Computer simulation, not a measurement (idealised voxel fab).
Presented below is a process module, voxel wiring stack.
Pictured: cross-section cut, 155 nm wide, on a grid of 5 nm square cells.
Bands, listed from the top down, are how a cross-section gets written in this document; the cross-section itself is a grid of square cells, and a band is one or more rows of them.
Look at the band entry: it leads with the top's height and the bottom's height in nm. Then it lists the materials left to right, with a width in nm for each. The word "everywhere" on a single material says that material fills the band edge to edge. The word "blank" is empty space.
Heights are measured from 0, the level below which the as-received wafer is all one material; the lowest band has no bottom and continues downward, written as in "from 0 down".
Read "30 to 40" as a graded width: first number on top, second number at the bottom, same change between each pair of neighbouring rows.
Given "nothing different" for a step, no cell of the cross-section differs between before and after that step.
"Fully enclosed voids" means: voids of 8 cells or more that are shut off from the top with no open way through. Written width x height at distance, distance from the left edge, in nm.
Heads up: the bit after the settings on a step's line is the simulator's remark on that step.
If you see "overlay nm" on a step's line and that step has a mask, it's telling you how far right of where it was planned the mask ended up; a negative number means it went left instead.

# Process steps - plan
step 1: RECEIVE (material Si)
step 2: CONFORMAL_DEP (material SiO2; thk nm 10)
step 3: DIRECTIONAL_DEP (material TiN; thk nm 5)
step 4: DIRECTIONAL_DEP (material Ru; thk nm 15)
step 5: MASKED_ETCH (tone cover; mask id METAL_1; width nm 25; pitch nm 45; etch materials Ru; depth nm 15; overlay nm 0)
step 6: MASKED_ETCH (tone cover; mask id METAL_1; width nm 25; pitch nm 45; etch materials TiN; depth nm 5; overlay nm 0)
step 7: FILL_DEP (material lowk; thk nm 5)
step 8: CMP (height nm 30)
step 9: CONFORMAL_DEP (material SiCN; thk nm 5)
step 10: DIRECTIONAL_DEP (material lowk; thk nm 10)
step 11: MASKED_ETCH (tone open; mask id PLUG_1; width nm 15; pitch nm 45; etch materials lowk; depth nm 10; overlay nm 0)
step 12: MASKED_ETCH (tone open; mask id PLUG_1; width nm 15; pitch nm 45; etch materials SiCN; depth nm 5; overlay nm 0)
step 13: EPI (material Ru; thk nm 10)
step 14: EPI (material Ru; thk nm 5)
step 15: CONFORMAL_DEP (material SiCN; thk nm 5)
step 16: DIRECTIONAL_DEP (material SiO2; thk nm 25)
step 17: PATTERN (tone open; mask id METAL_2; material resist; width nm 25; pitch nm 45; thk nm 20; overlay nm 0)
step 18: DIRECTIONAL_ETCH (etch materials SiO2; depth nm 25)
step 19: DIRECTIONAL_ETCH (etch materials SiCN; depth nm 5)
step 20: STRIP (etch materials resist)
step 21: CONFORMAL_DEP (material TiN; thk nm 5)
step 22: FILL_DEP (material Ru; thk nm 10)
step 23: CMP (height nm 75)
step 24: CONFORMAL_DEP (material SiCN; thk nm 5)
step 25: DIRECTIONAL_DEP (material SiO2; thk nm 35)
step 26: PATTERN (tone open; mask id METAL_3; material resist; width nm 25; pitch nm 45; thk nm 20; overlay nm 0)
step 27: DIRECTIONAL_ETCH (etch materials SiO2; depth nm 20)
step 28: STRIP (etch materials resist)
step 29: MASKED_ETCH (tone open; mask id METAL_3_HOLES; width nm 15; pitch nm 90; etch materials SiO2; depth nm 15; overlay nm 0)
step 30: MASKED_ETCH (tone open; mask id METAL_3_HOLES; width nm 15; pitch nm 90; etch materials SiCN; depth nm 5; overlay nm 0)
step 31: CONFORMAL_DEP (material TiN; thk nm 5)
step 32: FILL_DEP (material Cu; thk nm 5)
step 33: CMP (height nm 115)
step 34: CONFORMAL_DEP (material SiN; thk nm 5)

# First of two wafers, processed according to plan

# Incoming wafer in cross-section (state: after step 1)
  from 0 down = Si everywhere
  Fully enclosed voids: none

# Sectional view: wafer, after step 2
  from 10 to 0 = SiO2 everywhere
  No changes below 0.

# Sectional view: wafer, after step 3
  from 15 to 10 = TiN everywhere
  No changes below 10.

# Sectional view: wafer, after step 4
  from 30 to 15 = Ru everywhere
  No changes below 15.

# Sectional view: wafer, after step 5
  from 30 to 15 = blank 20 nm; Ru 25 nm; blank 20 nm; Ru 25 nm; blank 20 nm; Ru 25 nm; blank 20 nm
  No changes below 15.

# Sectional view: wafer, after step 6
  from 30 to 15 = blank 20 nm; Ru 25 nm; blank 20 nm; Ru 25 nm; blank 20 nm; Ru 25 nm; blank 20 nm
  from 15 to 10 = blank 20 nm; TiN 25 nm; blank 20 nm; TiN 25 nm; blank 20 nm; TiN 25 nm; blank 20 nm
  No changes below 10.

# Sectional view: wafer, after step 7
  from 35 to 30 = lowk everywhere
  from 30 to 15 = lowk 20 nm; Ru 25 nm; lowk 20 nm; Ru 25 nm; lowk 20 nm; Ru 25 nm; lowk 20 nm
  from 15 to 10 = lowk 20 nm; TiN 25 nm; lowk 20 nm; TiN 25 nm; lowk 20 nm; TiN 25 nm; lowk 20 nm
  No changes below 10.

# Sectional view: wafer, after step 8
  from 30 to 15 = lowk 20 nm; Ru 25 nm; lowk 20 nm; Ru 25 nm; lowk 20 nm; Ru 25 nm; lowk 20 nm
  No changes below 15.

# Sectional view: wafer, after step 9
  from 35 to 30 = SiCN everywhere
  No changes below 30.

# Sectional view: wafer, after step 10
  from 45 to 35 = lowk everywhere
  No changes below 35.

# Sectional view: wafer, after step 11
  from 45 to 35 = lowk 20 nm; blank 15 nm; lowk 30 nm; blank 15 nm; lowk 30 nm; blank 15 nm; lowk 30 nm
  No changes below 35.

# Sectional view: wafer, after step 12
  from 45 to 35 = lowk 20 nm; blank 15 nm; lowk 30 nm; blank 15 nm; lowk 30 nm; blank 15 nm; lowk 30 nm
  from 35 to 30 = SiCN 20 nm; blank 15 nm; SiCN 30 nm; blank 15 nm; SiCN 30 nm; blank 15 nm; SiCN 30 nm
  No changes below 30.

# Sectional view: wafer, after step 13
  from 45 to 40 = lowk 20 nm; blank 15 nm; lowk 30 nm; blank 15 nm; lowk 30 nm; blank 15 nm; lowk 30 nm
  from 40 to 35 = lowk 20 nm; Ru 15 nm; lowk 30 nm; Ru 15 nm; lowk 30 nm; Ru 15 nm; lowk 30 nm
  from 35 to 30 = SiCN 20 nm; Ru 15 nm; SiCN 30 nm; Ru 15 nm; SiCN 30 nm; Ru 15 nm; SiCN 30 nm
  No changes below 30.

# Sectional view: wafer, after step 14
  from 45 to 35 = lowk 20 nm; Ru 15 nm; lowk 30 nm; Ru 15 nm; lowk 30 nm; Ru 15 nm; lowk 30 nm
  No changes below 35.

# Sectional view: wafer, after step 15
  from 50 to 45 = SiCN everywhere
  No changes below 45.

# Sectional view: wafer, after step 16
  from 75 to 50 = SiO2 everywhere
  No changes below 50.

# Sectional view: wafer, after step 17
  from 95 to 75 = resist 20 nm; blank 25 nm; resist 20 nm; blank 25 nm; resist 20 nm; blank 25 nm; resist 20 nm
  No changes below 75.

# Sectional view: wafer, after step 18
  from 95 to 75 = resist 20 nm; blank 25 nm; resist 20 nm; blank 25 nm; resist 20 nm; blank 25 nm; resist 20 nm
  from 75 to 50 = SiO2 20 nm; blank 25 nm; SiO2 20 nm; blank 25 nm; SiO2 20 nm; blank 25 nm; SiO2 20 nm
  No changes below 50.

# Sectional view: wafer, after step 19
  from 95 to 75 = resist 20 nm; blank 25 nm; resist 20 nm; blank 25 nm; resist 20 nm; blank 25 nm; resist 20 nm
  from 75 to 50 = SiO2 20 nm; blank 25 nm; SiO2 20 nm; blank 25 nm; SiO2 20 nm; blank 25 nm; SiO2 20 nm
  from 50 to 45 = SiCN 20 nm; blank 25 nm; SiCN 20 nm; blank 25 nm; SiCN 20 nm; blank 25 nm; SiCN 20 nm
  No changes below 45.

# Sectional view: wafer, after step 20
  from 75 to 50 = SiO2 20 nm; blank 25 nm; SiO2 20 nm; blank 25 nm; SiO2 20 nm; blank 25 nm; SiO2 20 nm
  No changes below 50.

# Sectional view: wafer, after step 21
  from 80 to 75 = TiN 25 nm; blank 15 nm; TiN 30 nm; blank 15 nm; TiN 30 nm; blank 15 nm; TiN 25 nm
  from 75 to 50 = SiO2 20 nm; TiN 5 nm; blank 15 nm; TiN 5 nm; SiO2 20 nm; TiN 5 nm; blank 15 nm; TiN 5 nm; SiO2 20 nm; TiN 5 nm; blank 15 nm; TiN 5 nm; SiO2 20 nm
  from 50 to 45 = SiCN 20 nm; TiN 25 nm; SiCN 20 nm; TiN 25 nm; SiCN 20 nm; TiN 25 nm; SiCN 20 nm
  No changes below 45.

# Sectional view: wafer, after step 22
  from 90 to 80 = Ru everywhere
  from 80 to 75 = TiN 25 nm; Ru 15 nm; TiN 30 nm; Ru 15 nm; TiN 30 nm; Ru 15 nm; TiN 25 nm
  from 75 to 50 = SiO2 20 nm; TiN 5 nm; Ru 15 nm; TiN 5 nm; SiO2 20 nm; TiN 5 nm; Ru 15 nm; TiN 5 nm; SiO2 20 nm; TiN 5 nm; Ru 15 nm; TiN 5 nm; SiO2 20 nm
  No changes below 50.

# Sectional view: wafer, after step 23
  from 75 to 50 = SiO2 20 nm; TiN 5 nm; Ru 15 nm; TiN 5 nm; SiO2 20 nm; TiN 5 nm; Ru 15 nm; TiN 5 nm; SiO2 20 nm; TiN 5 nm; Ru 15 nm; TiN 5 nm; SiO2 20 nm
  No changes below 50.

# Sectional view: wafer, after step 24
  from 80 to 75 = SiCN everywhere
  No changes below 75.

# Sectional view: wafer, after step 25
  from 115 to 80 = SiO2 everywhere
  No changes below 80.

# Sectional view: wafer, after step 26
  from 135 to 115 = resist 20 nm; blank 25 nm; resist 20 nm; blank 25 nm; resist 20 nm; blank 25 nm; resist 20 nm
  No changes below 115.

# Sectional view: wafer, after step 27
  from 135 to 115 = resist 20 nm; blank 25 nm; resist 20 nm; blank 25 nm; resist 20 nm; blank 25 nm; resist 20 nm
  from 115 to 95 = SiO2 20 nm; blank 25 nm; SiO2 20 nm; blank 25 nm; SiO2 20 nm; blank 25 nm; SiO2 20 nm
  No changes below 95.

# Sectional view: wafer, after step 28
  from 115 to 95 = SiO2 20 nm; blank 25 nm; SiO2 20 nm; blank 25 nm; SiO2 20 nm; blank 25 nm; SiO2 20 nm
  No changes below 95.

# Sectional view: wafer, after step 29
  from 115 to 95 = SiO2 20 nm; blank 25 nm; SiO2 20 nm; blank 25 nm; SiO2 20 nm; blank 25 nm; SiO2 20 nm
  from 95 to 80 = SiO2 20 nm; blank 15 nm; SiO2 75 nm; blank 15 nm; SiO2 30 nm
  No changes below 80.

# Sectional view: wafer, after step 30
  from 115 to 95 = SiO2 20 nm; blank 25 nm; SiO2 20 nm; blank 25 nm; SiO2 20 nm; blank 25 nm; SiO2 20 nm
  from 95 to 80 = SiO2 20 nm; blank 15 nm; SiO2 75 nm; blank 15 nm; SiO2 30 nm
  from 80 to 75 = SiCN 20 nm; blank 15 nm; SiCN 75 nm; blank 15 nm; SiCN 30 nm
  No changes below 75.

# Sectional view: wafer, after step 31
  from 120 to 115 = TiN 25 nm; blank 15 nm; TiN 30 nm; blank 15 nm; TiN 30 nm; blank 15 nm; TiN 25 nm
  from 115 to 100 = SiO2 20 nm; TiN 5 nm; blank 15 nm; TiN 5 nm; SiO2 20 nm; TiN 5 nm; blank 15 nm; TiN 5 nm; SiO2 20 nm; TiN 5 nm; blank 15 nm; TiN 5 nm; SiO2 20 nm
  from 100 to 95 = SiO2 20 nm; TiN 5 nm; blank 5 nm; TiN 15 nm; SiO2 20 nm; TiN 25 nm; SiO2 20 nm; TiN 5 nm; blank 5 nm; TiN 15 nm; SiO2 20 nm
  from 95 to 80 = SiO2 20 nm; TiN 5 nm; blank 5 nm; TiN 5 nm; SiO2 75 nm; TiN 5 nm; blank 5 nm; TiN 5 nm; SiO2 30 nm
  from 80 to 75 = SiCN 20 nm; TiN 15 nm; SiCN 75 nm; TiN 15 nm; SiCN 30 nm
  No changes below 75.

# Sectional view: wafer, after step 32
  from 125 to 120 = Cu everywhere
  from 120 to 115 = TiN 25 nm; Cu 15 nm; TiN 30 nm; Cu 15 nm; TiN 30 nm; Cu 15 nm; TiN 25 nm
  from 115 to 100 = SiO2 20 nm; TiN 5 nm; Cu 15 nm; TiN 5 nm; SiO2 20 nm; TiN 5 nm; Cu 15 nm; TiN 5 nm; SiO2 20 nm; TiN 5 nm; Cu 15 nm; TiN 5 nm; SiO2 20 nm
  from 100 to 95 = SiO2 20 nm; TiN 5 nm; Cu 5 nm; TiN 15 nm; SiO2 20 nm; TiN 25 nm; SiO2 20 nm; TiN 5 nm; Cu 5 nm; TiN 15 nm; SiO2 20 nm
  from 95 to 80 = SiO2 20 nm; TiN 5 nm; Cu 5 nm; TiN 5 nm; SiO2 75 nm; TiN 5 nm; Cu 5 nm; TiN 5 nm; SiO2 30 nm
  No changes below 80.

# Sectional view: wafer, after step 33
  from 115 to 100 = SiO2 20 nm; TiN 5 nm; Cu 15 nm; TiN 5 nm; SiO2 20 nm; TiN 5 nm; Cu 15 nm; TiN 5 nm; SiO2 20 nm; TiN 5 nm; Cu 15 nm; TiN 5 nm; SiO2 20 nm
  No changes below 100.

# Sectional view: wafer, after step 34
  from 120 to 115 = SiN everywhere
  No changes below 115.

# The Second Wafer: Common Origin and Plan, One Mistake in Execution, Identical to the First Through Step 22

Second wafer, cut view, end of step 23 per plan: nothing different

# Second wafer, cut view, end of step 24 per plan
  from 95 to 90 = SiCN everywhere
  No changes below 90.

# Second wafer, cut view, end of step 25 per plan
  from 130 to 95 = SiO2 everywhere
  No changes below 95.

# Second wafer, cut view, end of step 26 per plan
  from 150 to 130 = resist 20 nm; blank 25 nm; resist 20 nm; blank 25 nm; resist 20 nm; blank 25 nm; resist 20 nm
  No changes below 130.

# Second wafer, cut view, end of step 27 per plan
  from 150 to 130 = resist 20 nm; blank 25 nm; resist 20 nm; blank 25 nm; resist 20 nm; blank 25 nm; resist 20 nm
  from 130 to 110 = SiO2 20 nm; blank 25 nm; SiO2 20 nm; blank 25 nm; SiO2 20 nm; blank 25 nm; SiO2 20 nm
  No changes below 110.

# Second wafer, cut view, end of step 28 per plan
  from 130 to 110 = SiO2 20 nm; blank 25 nm; SiO2 20 nm; blank 25 nm; SiO2 20 nm; blank 25 nm; SiO2 20 nm
  No changes below 110.

# Second wafer, cut view, end of step 29 per plan
  from 130 to 110 = SiO2 20 nm; blank 25 nm; SiO2 20 nm; blank 25 nm; SiO2 20 nm; blank 25 nm; SiO2 20 nm
  from 110 to 95 = SiO2 20 nm; blank 15 nm; SiO2 75 nm; blank 15 nm; SiO2 30 nm
  No changes below 95.

# Second wafer, cut view, end of step 30 per plan
  from 130 to 110 = SiO2 20 nm; blank 25 nm; SiO2 20 nm; blank 25 nm; SiO2 20 nm; blank 25 nm; SiO2 20 nm
  from 110 to 95 = SiO2 20 nm; blank 15 nm; SiO2 75 nm; blank 15 nm; SiO2 30 nm
  from 95 to 90 = SiCN 20 nm; blank 15 nm; SiCN 75 nm; blank 15 nm; SiCN 30 nm
  No changes below 90.

# Second wafer, cut view, end of step 31 per plan
  from 135 to 130 = TiN 25 nm; blank 15 nm; TiN 30 nm; blank 15 nm; TiN 30 nm; blank 15 nm; TiN 25 nm
  from 130 to 115 = SiO2 20 nm; TiN 5 nm; blank 15 nm; TiN 5 nm; SiO2 20 nm; TiN 5 nm; blank 15 nm; TiN 5 nm; SiO2 20 nm; TiN 5 nm; blank 15 nm; TiN 5 nm; SiO2 20 nm
  from 115 to 110 = SiO2 20 nm; TiN 5 nm; blank 5 nm; TiN 15 nm; SiO2 20 nm; TiN 25 nm; SiO2 20 nm; TiN 5 nm; blank 5 nm; TiN 15 nm; SiO2 20 nm
  from 110 to 95 = SiO2 20 nm; TiN 5 nm; blank 5 nm; TiN 5 nm; SiO2 75 nm; TiN 5 nm; blank 5 nm; TiN 5 nm; SiO2 30 nm
  from 95 to 90 = SiCN 20 nm; TiN 15 nm; SiCN 75 nm; TiN 15 nm; SiCN 30 nm
  No changes below 90.

# Second wafer, cut view, end of step 32 per plan
  from 140 to 135 = Cu everywhere
  from 135 to 130 = TiN 25 nm; Cu 15 nm; TiN 30 nm; Cu 15 nm; TiN 30 nm; Cu 15 nm; TiN 25 nm
  from 130 to 115 = SiO2 20 nm; TiN 5 nm; Cu 15 nm; TiN 5 nm; SiO2 20 nm; TiN 5 nm; Cu 15 nm; TiN 5 nm; SiO2 20 nm; TiN 5 nm; Cu 15 nm; TiN 5 nm; SiO2 20 nm
  from 115 to 110 = SiO2 20 nm; TiN 5 nm; Cu 5 nm; TiN 15 nm; SiO2 20 nm; TiN 25 nm; SiO2 20 nm; TiN 5 nm; Cu 5 nm; TiN 15 nm; SiO2 20 nm
  from 110 to 95 = SiO2 20 nm; TiN 5 nm; Cu 5 nm; TiN 5 nm; SiO2 75 nm; TiN 5 nm; Cu 5 nm; TiN 5 nm; SiO2 30 nm
  No changes below 95.

# Second wafer, cut view, end of step 33 per plan
  from 115 to 110 = SiO2 20 nm; TiN 5 nm; Cu 5 nm; TiN 15 nm; SiO2 20 nm; TiN 25 nm; SiO2 20 nm; TiN 5 nm; Cu 5 nm; TiN 15 nm; SiO2 20 nm
  No changes below 110.

# Second wafer, cut view, end of step 34 per plan
  from 120 to 115 = SiN everywhere
  No changes below 115.
It is concluded that the wafer was processed incorrectly with respect to the plan, in that step 23 of the plan did not run at all; it was left out
Wafer comparison, final, in cells, second relative to first, materials more or fewer: 27 fewer of Cu, 71 more of Ru, 48 fewer of SiO2, 4 more of TiN
